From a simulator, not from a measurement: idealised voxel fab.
The document below concerns the process module designated voxel self aligned vias.
205 nm wide, 5 nm square cells: that's cross-section cut.
Heads up, the way a cross-section reads in here is a grid of square cells, handed over as bands from the top down, with every band being one or more rows of cells. Quick guide to a band line: top height, bottom height (nm) up front; then every material left to right with its width in nm. Only one material and it's marked "all across"? Then it fills the band edge to edge. And "air" just means empty space. We count height from 0. Below that, the starting wafer is all one material. The lowest band never ends at the bottom but goes on down; see "0 nm and below" for how that is written. It should be noted that a width expressed as "30..40" varies in equal increments from row to row of cells within the band, taking the value of the first number at the top row and that of the second number at the bottom row. When a step is marked "no alteration", none of the cells in the cross-section changed during that step. "Closed void table": sealed empty spaces, 8 cells or more, no open way to top, listed width x height at distance, with distance from the left edge and width, height and distance in nm. Formally, on a step line, whatever follows the settings is a remark that the simulator itself makes on the step. If you see "overlay nm" on a step's line and that step has a mask, it's telling you how far right of where it was planned the mask ended up; a negative number means it went left instead.

The steps planned for the process are as follows:
| 1 | RECEIVE: material Si |
| 2 | CONFORMAL_DEP: material SiO2, thk nm 10 |
| 3 | CONFORMAL_DEP: material SiCN, thk nm 5 |
| 4 | DIRECTIONAL_DEP: material lowk, thk nm 30 |
| 5 | PATTERN: tone open, mask id LINES, material resist, width nm 20, pitch nm 55, thk nm 15, overlay nm 0 |
| 6 | DIRECTIONAL_ETCH: etch materials lowk, depth nm 30 |
| 7 | STRIP: etch materials resist |
| 8 | CONFORMAL_DEP: material TiN, thk nm 5 |
| 9 | FILL_DEP: material W, thk nm 5 |
| 10 | CMP: height nm 45 |
| 11 | SELECTIVE_ETCH: etch materials W Ru TiN, depth nm 10 |
| 12 | FILL_DEP: material SiN, thk nm 10 |
| 13 | CMP: height nm 35 |
| 14 | DIRECTIONAL_DEP: material lowk, thk nm 20 |
| 15 | DIRECTIONAL_DEP: material aC, thk nm 10 |
| 16 | PATTERN: tone open, mask id VIAS, material resist, width nm 30, pitch nm 55, thk nm 30, overlay nm 0 |
| 17 | DIRECTIONAL_ETCH: etch materials aC, depth nm 10 |
| 18 | STRIP: etch materials resist |
| 19 | DIRECTIONAL_ETCH: etch materials lowk, depth nm 20 |
| 20 | DIRECTIONAL_ETCH: etch materials SiN, depth nm 10 |
| 21 | STRIP: etch materials aC |
| 22 | CONFORMAL_DEP: material TiN, thk nm 5 |
| 23 | FILL_DEP: material Ru, thk nm 5 |
| 24 | CMP: height nm 65 |
| 25 | CONFORMAL_DEP: material SiCN, thk nm 5 |
Wafer-to-wafer difference: height nm, step 13. Common start. Plan = first wafer's value.

Sectional view: first of several wafers, as received, after step 1:
* 0 nm and below | Si all across
* Closed void table: none

Note: the following table is arranged by wafer, a row apiece. Each row reports the end-of-module state: per material, cells gained (+) or cells lost (-) compared with the wafer as received; closed voids follow:
height nm 35, +89 Ru, +82 SiCN, +82 SiO2, +95 TiN, +18 W, +208 lowk, Closed void table: none
height nm 40, +54 Ru, +82 SiCN, +82 SiO2, +101 TiN, +18 W, +237 lowk, Closed void table: none
height nm 45, +48 Ru, +82 SiCN, +82 SiO2, +78 TiN, +18 W, +266 lowk, Closed void table: none
height nm 50, +42 Ru, +82 SiCN, +35 SiN, +82 SiO2, +72 TiN, +18 W, +243 lowk, Closed void table: none
height nm 55, +36 Ru, +82 SiCN, +70 SiN, +82 SiO2, +66 TiN, +18 W, +220 lowk, Closed void table: none
